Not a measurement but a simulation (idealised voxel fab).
A process module follows: voxel lift off.
Displayed cross-section: cut, width of 300 nm, square cells sized 5 nm.
Bands, listed from the top down, are how a cross-section gets written in this document; the cross-section itself is a grid of square cells, and a band is one or more rows of them.
Per band: top height and bottom height in nm, followed by the left-to-right materials and their widths in nm; "all across" marks a single material spanning edge to edge, "blank" marks empty space.
Height 0 is the level under which the wafer as received is all one material. The lowest band goes on downwards, as in "top 0, no bottom".
Width: "30->40" (first number = top row, second number = bottom row, same change from row to row of cells).
"remained the same", as given for a step, is the statement that not any cell of the cross-section underwent a change during that step.
Each empty space that has no open way to the top and spans at least 8 cells appears under "Enclosed voids" as width x height at distance, the distance counted from the left edge, all in nm.
It should be noted that, on the line of a given step, the content following the step's settings is a remark produced by the simulator itself with respect to that step.
On any step carrying a mask, the "overlay nm" setting, if present on the step's line, tells how far right of its planned place the mask lay; negative values point to the left.

[The steps planned for the process are as follows]
step 1: RECEIVE (material Si)
step 2: CONFORMAL_DEP (material Al2O3; thk nm 10)
step 3: PATTERN (tone open; mask id LINES; material resist; width nm 20; pitch nm 35; thk nm 30; overlay nm 0)
step 4: DIRECTIONAL_DEP (material Ru; thk nm 15)
step 5: STRIP (etch materials resist)
step 6: CONFORMAL_DEP (material SiCN; thk nm 10)

[Account of the first of two wafers, which was processed as intended]

[As-received state of the wafer in cross-section, equivalent to post-step 1]
- top 0, no bottom = Si all across
- Enclosed voids: none

[Cross-section through the wafer, step 2 finished]
- top 10, bottom 0 = Al2O3 all across
- Under the height 0 nothing was changed.

[Cross-section through the wafer, step 3 finished]
- top 40, bottom 10 = 120 nm resist / 20 nm blank / 15 nm resist / 20 nm blank / 125 nm resist
- Under the height 10 nothing was changed.

[Cross-section through the wafer, step 4 finished]
- top 55, bottom 40 = 120 nm Ru / 20 nm blank / 15 nm Ru / 20 nm blank / 125 nm Ru
- top 40, bottom 25 = 120 nm resist / 20 nm blank / 15 nm resist / 20 nm blank / 125 nm resist
- top 25, bottom 10 = 120 nm resist / 20 nm Ru / 15 nm resist / 20 nm Ru / 125 nm resist
- Under the height 10 nothing was changed.

[Cross-section through the wafer, step 5 finished]
- top 25, bottom 10 = 120 nm blank / 20 nm Ru / 15 nm blank / 20 nm Ru / 125 nm blank
- Under the height 10 nothing was changed.

[Cross-section through the wafer, step 6 finished]
- top 35, bottom 25 = 110 nm blank / 75 nm SiCN / 115 nm blank
- top 25, bottom 20 = 110 nm blank / 10 nm SiCN / 20 nm Ru / 15 nm SiCN / 20 nm Ru / 10 nm SiCN / 115 nm blank
- top 20, bottom 10 = 120 nm SiCN / 20 nm Ru / 15 nm SiCN / 20 nm Ru / 125 nm SiCN
- Under the height 10 nothing was changed.

[Second wafer, same starting state and plan as the first, one mistake in the run, identical through step 1]

X-section, second wafer, when step 2 was due to finish: remained the same

[X-section, second wafer, when step 3 was due to finish]
- top 30, bottom 0 = 120 nm resist / 20 nm blank / 15 nm resist / 20 nm blank / 125 nm resist
- Under the height 0 nothing was changed.

[X-section, second wafer, when step 4 was due to finish]
- top 45, bottom 30 = 120 nm Ru / 20 nm blank / 15 nm Ru / 20 nm blank / 125 nm Ru
- top 30, bottom 15 = 120 nm resist / 20 nm blank / 15 nm resist / 20 nm blank / 125 nm resist
- top 15, bottom 0 = 120 nm resist / 20 nm Ru / 15 nm resist / 20 nm Ru / 125 nm resist
- Under the height 0 nothing was changed.

[X-section, second wafer, when step 5 was due to finish]
- top 15, bottom 0 = 120 nm blank / 20 nm Ru / 15 nm blank / 20 nm Ru / 125 nm blank
- Under the height 0 nothing was changed.

[X-section, second wafer, when step 6 was due to finish]
- top 25, bottom 15 = 110 nm blank / 75 nm SiCN / 115 nm blank
- top 15, bottom 10 = 110 nm blank / 10 nm SiCN / 20 nm Ru / 15 nm SiCN / 20 nm Ru / 10 nm SiCN / 115 nm blank
- top 10, bottom 0 = 120 nm SiCN / 20 nm Ru / 15 nm SiCN / 20 nm Ru / 125 nm SiCN
- Under the height 0 nothing was changed.
So what did we get wrong on this run? plan step 2 never ran because it was skipped
Final wafer comparison in cells, second versus first, more or fewer per material: -120 Al2O3
